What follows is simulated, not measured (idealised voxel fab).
Process module under the name voxel tone inversion
Cross-section cut spans 285 nm and uses square cells 5 nm in size.
For the purposes of this document, a cross-section shall be understood as a grid of square cells, specified as bands listed in top-to-bottom order, each band consisting of one or more rows of cells.
Quick guide to a band line: top height, bottom height (nm) up front; then every material left to right with its width in nm. Only one material and it's marked "everywhere"? Then it fills the band edge to edge. And "blank" just means empty space.
Measure heights from 0. That's the level where, below it, the as-received wafer is all one material. The lowest band is bottomless and extends downward; write it as in "z 0 and below".
The width entry "30 to 40" should be interpreted row by row: the top row of cells in the band takes the first number, the bottom row takes the second number, and the change between adjacent rows is uniform throughout.
For the purposes of this document, the phrase "identical to before" attached to a step denotes that no cell within the cross-section was modified by that step.
The entry "Voids lacking openings" lists the empty spaces that cover at least 8 cells and have no open path to the top. Each is written as width x height at distance, where the distance is measured from the left edge and all three values are in nm.
Past the settings on a step's line: simulator remark, on that step.
overlay nm: on a step with a mask, how far right of its planned place the mask lay; negative means left.

Listed below are the process steps as planned
step 1: RECEIVE, material Si
step 2: CONFORMAL_DEP, material SiCN, thk nm 5
step 3: DIRECTIONAL_DEP, material aC, thk nm 20
step 4: PATTERN, tone cover, mask id POSTS, material resist, width nm 25, pitch nm 50, thk nm 30, overlay nm 0
step 5: DIRECTIONAL_ETCH, etch materials aC, depth nm 20
step 6: STRIP, etch materials resist
step 7: FILL_DEP, material lowk, thk nm 10
step 8: CMP, height nm 25
step 9: STRIP, etch materials aC
step 10: CONFORMAL_DEP, material TiN, thk nm 5
step 11: FILL_DEP, material Ru, thk nm 10
step 12: CMP, height nm 25
step 13: CONFORMAL_DEP, material SiCN, thk nm 5

Cross-section, incoming material, after step 1
z 0 and below | Si everywhere
Voids lacking openings: none

Cross-section at module end, one run error; start and plan unchanged from above
z 30 to 25 | SiCN everywhere
z 25 to 10 | 85 of lowk, then 5 of TiN, then 10 of Ru, then 5 of TiN, then 30 of lowk, then 5 of TiN, then 10 of Ru, then 5 of TiN, then 30 of lowk, then 5 of TiN, then 10 of Ru, then 5 of TiN, then 80 of lowk
z 10 to 5 | 85 of lowk, then 20 of TiN, then 30 of lowk, then 20 of TiN, then 30 of lowk, then 20 of TiN, then 80 of lowk
z 5 to 0 | SiCN everywhere
z 0 and below | Si everywhere
Voids lacking openings: none
Plan not followed: step 4 did not use the planned setting and instead ran as PATTERN, tone cover, mask id POSTS, material resist, width nm 20, pitch nm 50, thk nm 30, overlay nm 0
